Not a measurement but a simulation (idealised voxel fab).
The process module that follows is named voxel gate over fins.
235 nm wide, 5 nm square cells: that's cross-section cut.
Reading order for cross-sections: top band down to bottom band. Underlying form: a grid of square cells. Band size: one or more rows of cells. Look at the band entry: it leads with the top's height and the bottom's height in nm. Then it lists the materials left to right, with a width in nm for each. The word "full width" on a single material says that material fills the band edge to edge. The word "air" is empty space. Measure heights from 0. That's the level where, below it, the as-received wafer is all one material. The lowest band is bottomless and extends downward; write it as in "0 -> down". Per-row width for "30->40": begins at first number (top row of band), ends at second number (bottom row), increment between rows held constant. "everything unchanged", as given for a step, is the statement that not any cell of the cross-section underwent a change during that step. "Sealed-off cavities" contains a list of empty spaces, each no smaller than 8 cells and without an open way to the top, written in the form width x height at distance with the distance from the left edge and all three in nm. If you see something after the settings on a step's line, that's the simulator's own remark about that step. Regarding "overlay nm": on a step with a mask, it is the distance the mask lay to the right of its planned place; a negative value places it to the left. Layout of what follows: cross-section pairs, each bracketing one process step, the after cross-section shown only to the lowest band that changed, the step between and its settings noted under each pair. Pairs may originate in different runs of this module on the same starting wafer; a pair continues from the pair above only where its entry headed "Incoming structure" says so.
[Incoming structure]
	0 -> down  Si full width
	Sealed-off cavities: none
[Result of Step]
	5 -> 0  SiN full width
	Below a height of 0, the structure has not been altered.
	Sealed-off cavities: none
Process step (between the before and after cross-sections above): CONFORMAL_DEP with material SiN, thk nm 5
Incoming structure: see preceding pair, after cross-section.
[Result of Step]
	25 -> 5  air: 85, then resist: 15, then air: 35, then resist: 15, then air: 85
	Below a height of 5, the structure has not been altered.
	Sealed-off cavities: none
Process step (between the before and after cross-sections above): PATTERN with tone cover, mask id FINS, material resist, width nm 15, pitch nm 50, thk nm 20, overlay nm 0
Incoming structure: see preceding pair, after cross-section.
[Result of Step]
	25 -> 5  air: 85, then resist: 15, then air: 35, then resist: 15, then air: 85
	5 -> 0  air: 85, then SiN: 15, then air: 35, then SiN: 15, then air: 85
	Below a height of 0, the structure has not been altered.
	Sealed-off cavities: none
Process step (between the before and after cross-sections above): DIRECTIONAL_ETCH with etch materials SiN, depth nm 5
Incoming structure: see preceding pair, after cross-section.
[Result of Step]
	25 -> 5  air: 85, then resist: 15, then air: 35, then resist: 15, then air: 85
	5 -> 0  air: 85, then SiN: 15, then air: 35, then SiN: 15, then air: 85
	0 -> -30  air: 85, then Si: 15, then air: 35, then Si: 15, then air: 85
	Below a height of -30, the structure has not been altered.
	Sealed-off cavities: none
Process step (between the before and after cross-sections above): DIRECTIONAL_ETCH with etch materials Si, depth nm 30
Incoming structure: see preceding pair, after cross-section.
[Result of Step]
	5 -> 0  air: 85, then SiN: 15, then air: 35, then SiN: 15, then air: 85
	Below a height of 0, the structure has not been altered.
	Sealed-off cavities: none
Process step (between the before and after cross-sections above): STRIP with etch materials resist
Incoming structure: see preceding pair, after cross-section.
[Result of Step]
	10 -> 5  SiO2 full width
	5 -> 0  SiO2: 85, then SiN: 15, then SiO2: 35, then SiN: 15, then SiO2: 85
	0 -> -30  SiO2: 85, then Si: 15, then SiO2: 35, then Si: 15, then SiO2: 85
	Below a height of -30, the structure has not been altered.
	Sealed-off cavities: none
Process step (between the before and after cross-sections above): FILL_DEP with material SiO2, thk nm 5
Incoming structure: see preceding pair, after cross-section.
[Result of Step]
	5 -> 0  SiO2: 85, then SiN: 15, then SiO2: 35, then SiN: 15, then SiO2: 85
	Below a height of 0, the structure has not been altered.
	Sealed-off cavities: none
Process step (between the before and after cross-sections above): CMP with height nm 5
Incoming structure: see preceding pair, after cross-section.
[Result of Step]
	25 -> 5  resist: 110, then air: 15, then resist: 110
	Below a height of 5, the structure has not been altered.
	Sealed-off cavities: none
Process step (between the before and after cross-sections above): PATTERN with tone open, mask id RAIL, material resist, width nm 15, thk nm 20, overlay nm 0
Incoming structure: see preceding pair, after cross-section.
[Result of Step]
	25 -> 5  resist: 110, then air: 15, then resist: 110
	5 -> 0  SiO2: 85, then SiN: 15, then SiO2: 10, then air: 15, then SiO2: 10, then SiN: 15, then SiO2: 85
	0 -> -25  SiO2: 85, then Si: 15, then SiO2: 10, then air: 15, then SiO2: 10, then Si: 15, then SiO2: 85
	Below a height of -25, the structure has not been altered.
	Sealed-off cavities: none
Process step (between the before and after cross-sections above): DIRECTIONAL_ETCH with etch materials SiO2, depth nm 30
Incoming structure: see preceding pair, after cross-section.
[Result of Step]
	5 -> 0  SiO2: 85, then SiN: 15, then SiO2: 10, then air: 15, then SiO2: 10, then SiN: 15, then SiO2: 85
	Below a height of 0, the structure has not been altered.
	Sealed-off cavities: none
Process step (between the before and after cross-sections above): STRIP with etch materials resist
Incoming structure: see preceding pair, after cross-section.
[Result of Step]
	10 -> 5  TiN: 115, then air: 5, then TiN: 115
	5 -> 0  SiO2: 85, then SiN: 15, then SiO2: 10, then TiN: 5, then air: 5, then TiN: 5, then SiO2: 10, then SiN: 15, then SiO2: 85
	0 -> -20  SiO2: 85, then Si: 15, then SiO2: 10, then TiN: 5, then air: 5, then TiN: 5, then SiO2: 10, then Si: 15, then SiO2: 85
	-20 -> -25  SiO2: 85, then Si: 15, then SiO2: 10, then TiN: 15, then SiO2: 10, then Si: 15, then SiO2: 85
	Below a height of -25, the structure has not been altered.
	Sealed-off cavities: none
Process step (between the before and after cross-sections above): CONFORMAL_DEP with material TiN, thk nm 5
Incoming structure: see preceding pair, after cross-section.
[Result of Step]
	15 -> 10  Ru full width
	10 -> 5  TiN: 115, then Ru: 5, then TiN: 115
	5 -> 0  SiO2: 85, then SiN: 15, then SiO2: 10, then TiN: 5, then Ru: 5, then TiN: 5, then SiO2: 10, then SiN: 15, then SiO2: 85
	0 -> -20  SiO2: 85, then Si: 15, then SiO2: 10, then TiN: 5, then Ru: 5, then TiN: 5, then SiO2: 10, then Si: 15, then SiO2: 85
	Below a height of -20, the structure has not been altered.
	Sealed-off cavities: none
Process step (between the before and after cross-sections above): FILL_DEP with material Ru, thk nm 5
Incoming structure: see preceding pair, after cross-section.
[Result of Step]
	5 -> 0  SiO2: 85, then SiN: 15, then SiO2: 10, then TiN: 5, then Ru: 5, then TiN: 5, then SiO2: 10, then SiN: 15, then SiO2: 85
	Below a height of 0, the structure has not been altered.
	Sealed-off cavities: none
Process step (between the before and after cross-sections above): CMP with height nm 5
Incoming structure: see preceding pair, after cross-section.
[Result of Step]
	5 -> 0  SiO2: 85, then SiN: 15, then SiO2: 10, then air: 15, then SiO2: 10, then SiN: 15, then SiO2: 85
	0 -> -15  SiO2: 85, then Si: 15, then SiO2: 10, then air: 15, then SiO2: 10, then Si: 15, then SiO2: 85
	Below a height of -15, the structure has not been altered.
	Sealed-off cavities: none
Process step (between the before and after cross-sections above): SELECTIVE_ETCH with etch materials W Ru TiN, depth nm 20
Incoming structure: see preceding pair, after cross-section.
[Result of Step]
	10 -> 5  SiO2 full width
	5 -> 0  SiO2: 85, then SiN: 15, then SiO2: 35, then SiN: 15, then SiO2: 85
	0 -> -15  SiO2: 85, then Si: 15, then SiO2: 35, then Si: 15, then SiO2: 85
	Below a height of -15, the structure has not been altered.
	Sealed-off cavities: none
Process step (between the before and after cross-sections above): FILL_DEP with material SiO2, thk nm 5
Incoming structure: see preceding pair, after cross-section.
[Result of Step]
	5 -> 0  SiO2: 85, then SiN: 15, then SiO2: 35, then SiN: 15, then SiO2: 85
	Below a height of 0, the structure has not been altered.
	Sealed-off cavities: none
Process step (between the before and after cross-sections above): CMP with height nm 5
Incoming structure: see preceding pair, after cross-section.
[Result of Step]
	5 -> 0  air: 85, then SiN: 15, then air: 35, then SiN: 15, then air: 85
	0 -> -10  air: 85, then Si: 15, then air: 35, then Si: 15, then air: 85
	Below a height of -10, the structure has not been altered.
	Sealed-off cavities: none
Process step (between the before and after cross-sections above): SELECTIVE_ETCH with etch materials SiO2, depth nm 15
Incoming structure: see preceding pair, after cross-section.
[Result of Step]
	0 -> -10  air: 85, then Si: 15, then air: 35, then Si: 15, then air: 85
	Below a height of -10, the structure has not been altered.
	Sealed-off cavities: none
Process step (between the before and after cross-sections above): STRIP with etch materials SiN
Incoming structure: see preceding pair, after cross-section.
[Result of Step]
	5 -> 0  air: 80, then HfO2: 25, then air: 25, then HfO2: 25, then air: 80
	0 -> -5  air: 80, then HfO2: 5, then Si: 15, then HfO2: 5, then air: 25, then HfO2: 5, then Si: 15, then HfO2: 5, then air: 80
	-5 -> -10  HfO2: 85, then Si: 15, then HfO2: 35, then Si: 15, then HfO2: 85
	Below a height of -10, the structure has not been altered.
	Sealed-off cavities: none
Process step (between the before and after cross-sections above): CONFORMAL_DEP with material HfO2, thk nm 5
Incoming structure: see preceding pair, after cross-section.
[Result of Step]
	10 -> 5  air: 75, then TiN: 35, then air: 15, then TiN: 35, then air: 75
	5 -> 0  air: 75, then TiN: 5, then HfO2: 25, then TiN: 5, then air: 15, then TiN: 5, then HfO2: 25, then TiN: 5, then air: 75
	0 -> -5  TiN: 80, then HfO2: 5, then Si: 15, then HfO2: 5, then TiN: 25, then HfO2: 5, then Si: 15, then HfO2: 5, then TiN: 80
	Below a height of -5, the structure has not been altered.
	Sealed-off cavities: none
Process step (between the before and after cross-sections above): CONFORMAL_DEP with material TiN, thk nm 5
Incoming structure: see preceding pair, after cross-section.
[Result of Step]
	15 -> 10  air: 70, then TiAl: 45, then air: 5, then TiAl: 45, then air: 70
	10 -> 5  air: 70, then TiAl: 5, then TiN: 35, then TiAl: 5, then air: 5, then TiAl: 5, then TiN: 35, then TiAl: 5, then air: 70
	5 -> 0  TiAl: 75, then TiN: 5, then HfO2: 25, then TiN: 5, then TiAl: 15, then TiN: 5, then HfO2: 25, then TiN: 5, then TiAl: 75
	Below a height of 0, the structure has not been altered.
	Sealed-off cavities: none
Process step (between the before and after cross-sections above): CONFORMAL_DEP with material TiAl, thk nm 5
Incoming structure: see preceding pair, after cross-section.
[Result of Step]
	20 -> 15  air: 65, then TiN: 105, then air: 65
	15 -> 10  air: 65, then TiN: 5, then TiAl: 45, then TiN: 5, then TiAl: 45, then TiN: 5, then air: 65
	10 -> 5  TiN: 70, then TiAl: 5, then TiN: 35, then TiAl: 5, then TiN: 5, then TiAl: 5, then TiN: 35, then TiAl: 5, then TiN: 70
	Below a height of 5, the structure has not been altered.
	Sealed-off cavities: none
Process step (between the before and after cross-sections above): CONFORMAL_DEP with material TiN, thk nm 5
Incoming structure: see preceding pair, after cross-section.
[Result of Step]
	35 -> 20  W full width
	20 -> 15  W: 65, then TiN: 105, then W: 65
	15 -> 10  W: 65, then TiN: 5, then TiAl: 45, then TiN: 5, then TiAl: 45, then TiN: 5, then W: 65
	Below a height of 10, the structure has not been altered.
	Sealed-off cavities: none
Process step (between the before and after cross-sections above): FILL_DEP with material W, thk nm 15
Incoming structure: see preceding pair, after cross-section.
[Result of Step]
	30 -> 20  W full width
	Below a height of 20, the structure has not been altered.
	Sealed-off cavities: none
Process step (between the before and after cross-sections above): CMP with height nm 30
Incoming structure: see preceding pair, after cross-section.
[Result of Step]
	40 -> 30  SiN full width
	Below a height of 30, the structure has not been altered.
	Sealed-off cavities: none
Process step (between the before and after cross-sections above): CONFORMAL_DEP with material SiN, thk nm 10
[Incoming structure]
	10 -> 5  air: 75, then TiN: 35, then air: 15, then TiN: 35, then air: 75
	5 -> 0  air: 75, then TiN: 5, then HfO2: 25, then TiN: 5, then air: 15, then TiN: 5, then HfO2: 25, then TiN: 5, then air: 75
	0 -> -5  TiN: 80, then HfO2: 5, then Si: 15, then HfO2: 5, then TiN: 25, then HfO2: 5, then Si: 15, then HfO2: 5, then TiN: 80
	-5 -> -10  HfO2: 85, then Si: 15, then HfO2: 35, then Si: 15, then HfO2: 85
	-10 -> -15  SiO2: 85, then Si: 15, then SiO2: 35, then Si: 15, then SiO2: 85
	-15 -> -20  SiO2: 85, then Si: 15, then SiO2: 10, then TiN: 5, then Ru: 5, then TiN: 5, then SiO2: 10, then Si: 15, then SiO2: 85
	-20 -> -25  SiO2: 85, then Si: 15, then SiO2: 10, then TiN: 15, then SiO2: 10, then Si: 15, then SiO2: 85
	-25 -> -30  SiO2: 85, then Si: 15, then SiO2: 35, then Si: 15, then SiO2: 85
	-30 -> down  Si full width
	Sealed-off cavities: none
[Result of Step]
	15 -> 5  air: 70, then TiN: 45, then air: 5, then TiN: 45, then air: 70
	5 -> 0  TiN: 80, then HfO2: 25, then TiN: 25, then HfO2: 25, then TiN: 80
	Below a height of 0, the structure has not been altered.
	Sealed-off cavities: none
Process step (between the before and after cross-sections above): CONFORMAL_DEP with material TiN, thk nm 5
Incoming structure: see preceding pair, after cross-section.
[Result of Step]
	30 -> 15  W full width
	15 -> 5  W: 70, then TiN: 45, then W: 5, then TiN: 45, then W: 70
	Below a height of 5, the structure has not been altered.
	Sealed-off cavities: none
Process step (between the before and after cross-sections above): FILL_DEP with material W, thk nm 15
Incoming structure: see preceding pair, after cross-section.
[Result of Step]
	40 -> 30  SiN full width
	Below a height of 30, the structure has not been altered.
	Sealed-off cavities: none
Process step (between the before and after cross-sections above): CONFORMAL_DEP with material SiN, thk nm 10
[Incoming structure]
	5 -> 0  air: 85, then SiN: 15, then air: 35, then SiN: 15, then air: 85
	0 -> -10  air: 85, then Si: 15, then air: 35, then Si: 15, then air: 85
	-10 -> -15  SiO2: 85, then Si: 15, then SiO2: 35, then Si: 15, then SiO2: 85
	-15 -> -20  SiO2: 85, then Si: 15, then SiO2: 10, then TiN: 5, then Ru: 5, then TiN: 5, then SiO2: 10, then Si: 15, then SiO2: 85
	-20 -> -25  SiO2: 85, then Si: 15, then SiO2: 10, then TiN: 15, then SiO2: 10, then Si: 15, then SiO2: 85
	-25 -> -30  SiO2: 85, then Si: 15, then SiO2: 35, then Si: 15, then SiO2: 85
	-30 -> down  Si full width
	Sealed-off cavities: none
[Result of Step]
	5 -> 0  air: 85, then SiN: 15, then air: 35, then SiN: 15, then air: 85
	0 -> -15  air: 85, then Si: 15, then air: 35, then Si: 15, then air: 85
	-15 -> -20  air: 85, then Si: 15, then air: 10, then TiN: 5, then Ru: 5, then TiN: 5, then air: 10, then Si: 15, then air: 85
	-20 -> -25  air: 85, then Si: 15, then air: 10, then TiN: 15, then air: 10, then Si: 15, then air: 85
	Below a height of -25, the structure has not been altered.
	Sealed-off cavities: none
Process step (between the before and after cross-sections above): SELECTIVE_ETCH with etch materials SiO2, depth nm 15
Incoming structure: see preceding pair, after cross-section.
[Result of Step]
	0 -> -15  air: 85, then Si: 15, then air: 35, then Si: 15, then air: 85
	Below a height of -15, the structure has not been altered.
	Sealed-off cavities: none
Process step (between the before and after cross-sections above): STRIP with etch materials SiN
Incoming structure: see preceding pair, after cross-section.
[Result of Step]
	5 -> 0  air: 80, then HfO2: 25, then air: 25, then HfO2: 25, then air: 80
	0 -> -10  air: 80, then HfO2: 5, then Si: 15, then HfO2: 5, then air: 25, then HfO2: 5, then Si: 15, then HfO2: 5, then air: 80
	-10 -> -15  air: 80, then HfO2: 5, then Si: 15, then HfO2: 35, then Si: 15, then HfO2: 5, then air: 80
	-15 -> -20  air: 80, then HfO2: 5, then Si: 15, then HfO2: 10, then TiN: 5, then Ru: 5, then TiN: 5, then HfO2: 10, then Si: 15, then HfO2: 5, then air: 80
	-20 -> -25  HfO2: 85, then Si: 15, then HfO2: 10, then TiN: 15, then HfO2: 10, then Si: 15, then HfO2: 85
	Below a height of -25, the structure has not been altered.
	Sealed-off cavities: none
Process step (between the before and after cross-sections above): CONFORMAL_DEP with material HfO2, thk nm 5
Incoming structure: see preceding pair, after cross-section.
[Result of Step]
	10 -> 5  air: 75, then TiN: 35, then air: 15, then TiN: 35, then air: 75
	5 -> 0  air: 75, then TiN: 5, then HfO2: 25, then TiN: 5, then air: 15, then TiN: 5, then HfO2: 25, then TiN: 5, then air: 75
	0 -> -5  air: 75, then TiN: 5, then HfO2: 5, then Si: 15, then HfO2: 5, then TiN: 5, then air: 15, then TiN: 5, then HfO2: 5, then Si: 15, then HfO2: 5, then TiN: 5, then air: 75
	-5 -> -10  air: 75, then TiN: 5, then HfO2: 5, then Si: 15, then HfO2: 5, then TiN: 25, then HfO2: 5, then Si: 15, then HfO2: 5, then TiN: 5, then air: 75
	-10 -> -15  air: 75, then TiN: 5, then HfO2: 5, then Si: 15, then HfO2: 35, then Si: 15, then HfO2: 5, then TiN: 5, then air: 75
	-15 -> -20  TiN: 80, then HfO2: 5, then Si: 15, then HfO2: 10, then TiN: 5, then Ru: 5, then TiN: 5, then HfO2: 10, then Si: 15, then HfO2: 5, then TiN: 80
	Below a height of -20, the structure has not been altered.
	Sealed-off cavities: none
Process step (between the before and after cross-sections above): CONFORMAL_DEP with material TiN, thk nm 5
Incoming structure: see preceding pair, after cross-section.
[Result of Step]
	15 -> 10  air: 70, then TiAl: 45, then air: 5, then TiAl: 45, then air: 70
	10 -> 5  air: 70, then TiAl: 5, then TiN: 35, then TiAl: 5, then air: 5, then TiAl: 5, then TiN: 35, then TiAl: 5, then air: 70
	5 -> 0  air: 70, then TiAl: 5, then TiN: 5, then HfO2: 25, then TiN: 5, then TiAl: 5, then air: 5, then TiAl: 5, then TiN: 5, then HfO2: 25, then TiN: 5, then TiAl: 5, then air: 70
	0 -> -5  air: 70, then TiAl: 5, then TiN: 5, then HfO2: 5, then Si: 15, then HfO2: 5, then TiN: 5, then TiAl: 15, then TiN: 5, then HfO2: 5, then Si: 15, then HfO2: 5, then TiN: 5, then TiAl: 5, then air: 70
	-5 -> -10  air: 70, then TiAl: 5, then TiN: 5, then HfO2: 5, then Si: 15, then HfO2: 5, then TiN: 25, then HfO2: 5, then Si: 15, then HfO2: 5, then TiN: 5, then TiAl: 5, then air: 70
	-10 -> -15  TiAl: 75, then TiN: 5, then HfO2: 5, then Si: 15, then HfO2: 35, then Si: 15, then HfO2: 5, then TiN: 5, then TiAl: 75
	Below a height of -15, the structure has not been altered.
	Sealed-off cavities: none
Process step (between the before and after cross-sections above): CONFORMAL_DEP with material TiAl, thk nm 5
Incoming structure: see preceding pair, after cross-section.
[Result of Step]
	20 -> 15  air: 65, then TiN: 105, then air: 65
	15 -> 10  air: 65, then TiN: 5, then TiAl: 45, then TiN: 5, then TiAl: 45, then TiN: 5, then air: 65
	10 -> 5  air: 65, then TiN: 5, then TiAl: 5, then TiN: 35, then TiAl: 5, then TiN: 5, then TiAl: 5, then TiN: 35, then TiAl: 5, then TiN: 5, then air: 65
	5 -> 0  air: 65, then TiN: 5, then TiAl: 5, then TiN: 5, then HfO2: 25, then TiN: 5, then TiAl: 5, then TiN: 5, then TiAl: 5, then TiN: 5, then HfO2: 25, then TiN: 5, then TiAl: 5, then TiN: 5, then air: 65
	0 -> -5  air: 65, then TiN: 5, then TiAl: 5, then TiN: 5, then HfO2: 5, then Si: 15, then HfO2: 5, then TiN: 5, then TiAl: 15, then TiN: 5, then HfO2: 5, then Si: 15, then HfO2: 5, then TiN: 5, then TiAl: 5, then TiN: 5, then air: 65
	-5 -> -10  TiN: 70, then TiAl: 5, then TiN: 5, then HfO2: 5, then Si: 15, then HfO2: 5, then TiN: 25, then HfO2: 5, then Si: 15, then HfO2: 5, then TiN: 5, then TiAl: 5, then TiN: 70
	Below a height of -10, the structure has not been altered.
	Sealed-off cavities: none
Process step (between the before and after cross-sections above): CONFORMAL_DEP with material TiN, thk nm 5
Incoming structure: see preceding pair, after cross-section.
[Result of Step]
	35 -> 20  W full width
	20 -> 15  W: 65, then TiN: 105, then W: 65
	15 -> 10  W: 65, then TiN: 5, then TiAl: 45, then TiN: 5, then TiAl: 45, then TiN: 5, then W: 65
	10 -> 5  W: 65, then TiN: 5, then TiAl: 5, then TiN: 35, then TiAl: 5, then TiN: 5, then TiAl: 5, then TiN: 35, then TiAl: 5, then TiN: 5, then W: 65
	5 -> 0  W: 65, then TiN: 5, then TiAl: 5, then TiN: 5, then HfO2: 25, then TiN: 5, then TiAl: 5, then TiN: 5, then TiAl: 5, then TiN: 5, then HfO2: 25, then TiN: 5, then TiAl: 5, then TiN: 5, then W: 65
	0 -> -5  W: 65, then TiN: 5, then TiAl: 5, then TiN: 5, then HfO2: 5, then Si: 15, then HfO2: 5, then TiN: 5, then TiAl: 15, then TiN: 5, then HfO2: 5, then Si: 15, then HfO2: 5, then TiN: 5, then TiAl: 5, then TiN: 5, then W: 65
	Below a height of -5, the structure has not been altered.
	Sealed-off cavities: none
Process step (between the before and after cross-sections above): FILL_DEP with material W, thk nm 15
Incoming structure: see preceding pair, after cross-section.
[Result of Step]
	30 -> 20  W full width
	Below a height of 20, the structure has not been altered.
	Sealed-off cavities: none
Process step (between the before and after cross-sections above): CMP with height nm 30
Incoming structure: see preceding pair, after cross-section.
[Result of Step]
	40 -> 30  SiN full width
	Below a height of 30, the structure has not been altered.
	Sealed-off cavities: none
Process step (between the before and after cross-sections above): CONFORMAL_DEP with material SiN, thk nm 10
[Incoming structure]
	0 -> -10  air: 85, then Si: 15, then air: 35, then Si: 15, then air: 85
	-10 -> -15  SiO2: 85, then Si: 15, then SiO2: 35, then Si: 15, then SiO2: 85
	-15 -> -20  SiO2: 85, then Si: 15, then SiO2: 10, then TiN: 5, then Ru: 5, then TiN: 5, then SiO2: 10, then Si: 15, then SiO2: 85
	-20 -> -25  SiO2: 85, then Si: 15, then SiO2: 10, then TiN: 15, then SiO2: 10, then Si: 15, then SiO2: 85
	-25 -> -30  SiO2: 85, then Si: 15, then SiO2: 35, then Si: 15, then SiO2: 85
	-30 -> down  Si full width
	Sealed-off cavities: none
[Result of Step]
	5 -> 0  air: 80, then TiN: 25, then air: 25, then TiN: 25, then air: 80
	0 -> -5  air: 80, then TiN: 5, then Si: 15, then TiN: 5, then air: 25, then TiN: 5, then Si: 15, then TiN: 5, then air: 80
	-5 -> -10  TiN: 85, then Si: 15, then TiN: 35, then Si: 15, then TiN: 85
	Below a height of -10, the structure has not been altered.
	Sealed-off cavities: none
Process step (between the before and after cross-sections above): CONFORMAL_DEP with material TiN, thk nm 5
Incoming structure: see preceding pair, after cross-section.
[Result of Step]
	10 -> 5  air: 75, then HfO2: 35, then air: 15, then HfO2: 35, then air: 75
	5 -> 0  air: 75, then HfO2: 5, then TiN: 25, then HfO2: 5, then air: 15, then HfO2: 5, then TiN: 25, then HfO2: 5, then air: 75
	0 -> -5  HfO2: 80, then TiN: 5, then Si: 15, then TiN: 5, then HfO2: 25, then TiN: 5, then Si: 15, then TiN: 5, then HfO2: 80
	Below a height of -5, the structure has not been altered.
	Sealed-off cavities: none
Process step (between the before and after cross-sections above): CONFORMAL_DEP with material HfO2, thk nm 5
Incoming structure: see preceding pair, after cross-section.
[Result of Step]
	15 -> 10  air: 70, then TiAl: 45, then air: 5, then TiAl: 45, then air: 70
	10 -> 5  air: 70, then TiAl: 5, then HfO2: 35, then TiAl: 5, then air: 5, then TiAl: 5, then HfO2: 35, then TiAl: 5, then air: 70
	5 -> 0  TiAl: 75, then HfO2: 5, then TiN: 25, then HfO2: 5, then TiAl: 15, then HfO2: 5, then TiN: 25, then HfO2: 5, then TiAl: 75
	Below a height of 0, the structure has not been altered.
	Sealed-off cavities: none
Process step (between the before and after cross-sections above): CONFORMAL_DEP with material TiAl, thk nm 5
Incoming structure: see preceding pair, after cross-section.
[Result of Step]
	20 -> 15  air: 65, then TiN: 105, then air: 65
	15 -> 10  air: 65, then TiN: 5, then TiAl: 45, then TiN: 5, then TiAl: 45, then TiN: 5, then air: 65
	10 -> 5  TiN: 70, then TiAl: 5, then HfO2: 35, then TiAl: 5, then TiN: 5, then TiAl: 5, then HfO2: 35, then TiAl: 5, then TiN: 70
	Below a height of 5, the structure has not been altered.
	Sealed-off cavities: none
Process step (between the before and after cross-sections above): CONFORMAL_DEP with material TiN, thk nm 5
Incoming structure: see preceding pair, after cross-section.
[Result of Step]
	35 -> 20  W full width
	20 -> 15  W: 65, then TiN: 105, then W: 65
	15 -> 10  W: 65, then TiN: 5, then TiAl: 45, then TiN: 5, then TiAl: 45, then TiN: 5, then W: 65
	Below a height of 10, the structure has not been altered.
	Sealed-off cavities: none
Process step (between the before and after cross-sections above): FILL_DEP with material W, thk nm 15
Incoming structure: see preceding pair, after cross-section.
[Result of Step]
	30 -> 20  W full width
	Below a height of 20, the structure has not been altered.
	Sealed-off cavities: none
Process step (between the before and after cross-sections above): CMP with height nm 30
Incoming structure: see preceding pair, after cross-section.
[Result of Step]
	40 -> 30  SiN full width
	Below a height of 30, the structure has not been altered.
	Sealed-off cavities: none
Process step (between the before and after cross-sections above): CONFORMAL_DEP with material SiN, thk nm 10
[Incoming structure]
	25 -> 5  air: 85, then resist: 15, then air: 35, then resist: 15, then air: 85
	5 -> 0  air: 85, then SiN: 15, then air: 35, then SiN: 15, then air: 85
	0 -> down  Si full width
	Sealed-off cavities: none
[Result of Step]
	25 -> 5  air: 85, then resist: 15, then air: 35, then resist: 15, then air: 85
	5 -> 0  air: 85, then SiN: 15, then air: 35, then SiN: 15, then air: 85
	0 -> -25  air: 85, then Si: 15, then air: 35, then Si: 15, then air: 85
	Below a height of -25, the structure has not been altered.
	Sealed-off cavities: none
Process step (between the before and after cross-sections above): DIRECTIONAL_ETCH with etch materials Si, depth nm 25
Incoming structure: see preceding pair, after cross-section.
[Result of Step]
	5 -> 0  air: 85, then SiN: 15, then air: 35, then SiN: 15, then air: 85
	Below a height of 0, the structure has not been altered.
	Sealed-off cavities: none
Process step (between the before and after cross-sections above): STRIP with etch materials resist
Incoming structure: see preceding pair, after cross-section.
[Result of Step]
	10 -> 5  SiO2 full width
	5 -> 0  SiO2: 85, then SiN: 15, then SiO2: 35, then SiN: 15, then SiO2: 85
	0 -> -25  SiO2: 85, then Si: 15, then SiO2: 35, then Si: 15, then SiO2: 85
	Below a height of -25, the structure has not been altered.
	Sealed-off cavities: none
Process step (between the before and after cross-sections above): FILL_DEP with material SiO2, thk nm 5
Incoming structure: see preceding pair, after cross-section.
[Result of Step]
	5 -> 0  SiO2: 85, then SiN: 15, then SiO2: 35, then SiN: 15, then SiO2: 85
	Below a height of 0, the structure has not been altered.
	Sealed-off cavities: none
Process step (between the before and after cross-sections above): CMP with height nm 5
Incoming structure: see preceding pair, after cross-section.
[Result of Step]
	25 -> 5  resist: 110, then air: 15, then resist: 110
	Below a height of 5, the structure has not been altered.
	Sealed-off cavities: none
Process step (between the before and after cross-sections above): PATTERN with tone open, mask id RAIL, material resist, width nm 15, thk nm 20, overlay nm 0
Incoming structure: see preceding pair, after cross-section.
[Result of Step]
	25 -> 5  resist: 110, then air: 15, then resist: 110
	5 -> 0  SiO2: 85, then SiN: 15, then SiO2: 10, then air: 15, then SiO2: 10, then SiN: 15, then SiO2: 85
	0 -> -25  SiO2: 85, then Si: 15, then SiO2: 10, then air: 15, then SiO2: 10, then Si: 15, then SiO2: 85
	Below a height of -25, the structure has not been altered.
	Sealed-off cavities: none
Process step (between the before and after cross-sections above): DIRECTIONAL_ETCH with etch materials SiO2, depth nm 30
Incoming structure: see preceding pair, after cross-section.
[Result of Step]
	5 -> 0  SiO2: 85, then SiN: 15, then SiO2: 10, then air: 15, then SiO2: 10, then SiN: 15, then SiO2: 85
	Below a height of 0, the structure has not been altered.
	Sealed-off cavities: none
Process step (between the before and after cross-sections above): STRIP with etch materials resist
Incoming structure: see preceding pair, after cross-section.
[Result of Step]
	10 -> 5  TiN: 115, then air: 5, then TiN: 115
	5 -> 0  SiO2: 85, then SiN: 15, then SiO2: 10, then TiN: 5, then air: 5, then TiN: 5, then SiO2: 10, then SiN: 15, then SiO2: 85
	0 -> -20  SiO2: 85, then Si: 15, then SiO2: 10, then TiN: 5, then air: 5, then TiN: 5, then SiO2: 10, then Si: 15, then SiO2: 85
	-20 -> -25  SiO2: 85, then Si: 15, then SiO2: 10, then TiN: 15, then SiO2: 10, then Si: 15, then SiO2: 85
	Below a height of -25, the structure has not been altered.
	Sealed-off cavities: none
Process step (between the before and after cross-sections above): CONFORMAL_DEP with material TiN, thk nm 5
Incoming structure: see preceding pair, after cross-section.
[Result of Step]
	15 -> 10  Ru full width
	10 -> 5  TiN: 115, then Ru: 5, then TiN: 115
	5 -> 0  SiO2: 85, then SiN: 15, then SiO2: 10, then TiN: 5, then Ru: 5, then TiN: 5, then SiO2: 10, then SiN: 15, then SiO2: 85
	0 -> -20  SiO2: 85, then Si: 15, then SiO2: 10, then TiN: 5, then Ru: 5, then TiN: 5, then SiO2: 10, then Si: 15, then SiO2: 85
	Below a height of -20, the structure has not been altered.
	Sealed-off cavities: none
Process step (between the before and after cross-sections above): FILL_DEP with material Ru, thk nm 5
Incoming structure: see preceding pair, after cross-section.
[Result of Step]
	5 -> 0  SiO2: 85, then SiN: 15, then SiO2: 10, then TiN: 5, then Ru: 5, then TiN: 5, then SiO2: 10, then SiN: 15, then SiO2: 85
	Below a height of 0, the structure has not been altered.
	Sealed-off cavities: none
Process step (between the before and after cross-sections above): CMP with height nm 5
Incoming structure: see preceding pair, after cross-section.
[Result of Step]
	5 -> 0  SiO2: 85, then SiN: 15, then SiO2: 10, then air: 15, then SiO2: 10, then SiN: 15, then SiO2: 85
	0 -> -15  SiO2: 85, then Si: 15, then SiO2: 10, then air: 15, then SiO2: 10, then Si: 15, then SiO2: 85
	Below a height of -15, the structure has not been altered.
	Sealed-off cavities: none
Process step (between the before and after cross-sections above): SELECTIVE_ETCH with etch materials W Ru TiN, depth nm 20
Incoming structure: see preceding pair, after cross-section.
[Result of Step]
	10 -> 5  SiO2 full width
	5 -> 0  SiO2: 85, then SiN: 15, then SiO2: 35, then SiN: 15, then SiO2: 85
	0 -> -15  SiO2: 85, then Si: 15, then SiO2: 35, then Si: 15, then SiO2: 85
	Below a height of -15, the structure has not been altered.
	Sealed-off cavities: none
Process step (between the before and after cross-sections above): FILL_DEP with material SiO2, thk nm 5
Incoming structure: see preceding pair, after cross-section.
[Result of Step]
	5 -> 0  SiO2: 85, then SiN: 15, then SiO2: 35, then SiN: 15, then SiO2: 85
	Below a height of 0, the structure has not been altered.
	Sealed-off cavities: none
Process step (between the before and after cross-sections above): CMP with height nm 5
